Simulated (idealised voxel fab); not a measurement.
Module name: voxel fin reveal (process module)
235 nm wide, 5 nm square cells: that's cross-section cut.
A cross-section is written here as square cells arranged in a grid, and it is given in bands from the top down, each band taking up one or more rows of cells. Band: top height; bottom height; in nm. Then, left to right: material with width in nm, for each material. "throughout": a single material spanning edge to edge. "empty": empty space. Convention: height 0 is the level below which the wafer, as received, is all one material. The lowest band does not terminate at the bottom but continues downward, represented as "0 down". The notation "30->40" denotes a width that varies across the rows of cells in the band, beginning at the first number in the top row, finishing at the second number in the bottom row, and changing by an identical amount from each row to the next. You'll sometimes find "all unchanged" written for a step, and that's the way of saying that nowhere in the cross-section did a cell change during that step. "Catalogued sealed voids" - sealed voids, min. 8 cells, no opening to top; format: width x height at distance (distance from left edge; nm throughout). On each step's line, the part that comes after the settings is the simulator's own comment on the step. The "overlay nm" setting may appear on a step's line; for a step that uses a mask, it gives how far to the right of its planned position the mask lay, and a negative value indicates the left.

## plan
1) RECEIVE, material Si
2) CONFORMAL_DEP, material SiN, thk nm 5
3) DIRECTIONAL_DEP, material aC, thk nm 15
4) PATTERN, tone cover, mask id FINS, material resist, width nm 15, pitch nm 45, thk nm 30, overlay nm 0
5) DIRECTIONAL_ETCH, etch materials aC, depth nm 15
6) STRIP, etch materials resist
7) DIRECTIONAL_ETCH, etch materials SiN, depth nm 5
8) DIRECTIONAL_ETCH, etch materials Si, depth nm 40
9) STRIP, etch materials aC
10) FILL_DEP, material SiO2, thk nm 10
11) CMP, height nm 5
12) SELECTIVE_ETCH, etch materials SiO2, depth nm 35
13) STRIP, etch materials SiN

## Cross-section of the incoming wafer, state after step 1
0 down  Si throughout
Catalogued sealed voids: none

## What the wafer looks like in cross-section after this module, when it starts as shown above and follows the plan above but one mistake is made in running it
0 to -30  empty: 40, then Si: 15, then empty: 30, then Si: 15, then empty: 30, then Si: 15, then empty: 30, then Si: 15, then empty: 45
-30 to -45  SiO2: 40, then Si: 15, then SiO2: 30, then Si: 15, then SiO2: 30, then Si: 15, then SiO2: 30, then Si: 15, then SiO2: 45
-45 down  Si throughout
Catalogued sealed voids: none
Error vs. plan: step 8 did not happen as planned, as run it was DIRECTIONAL_ETCH, etch materials Si, depth nm 45
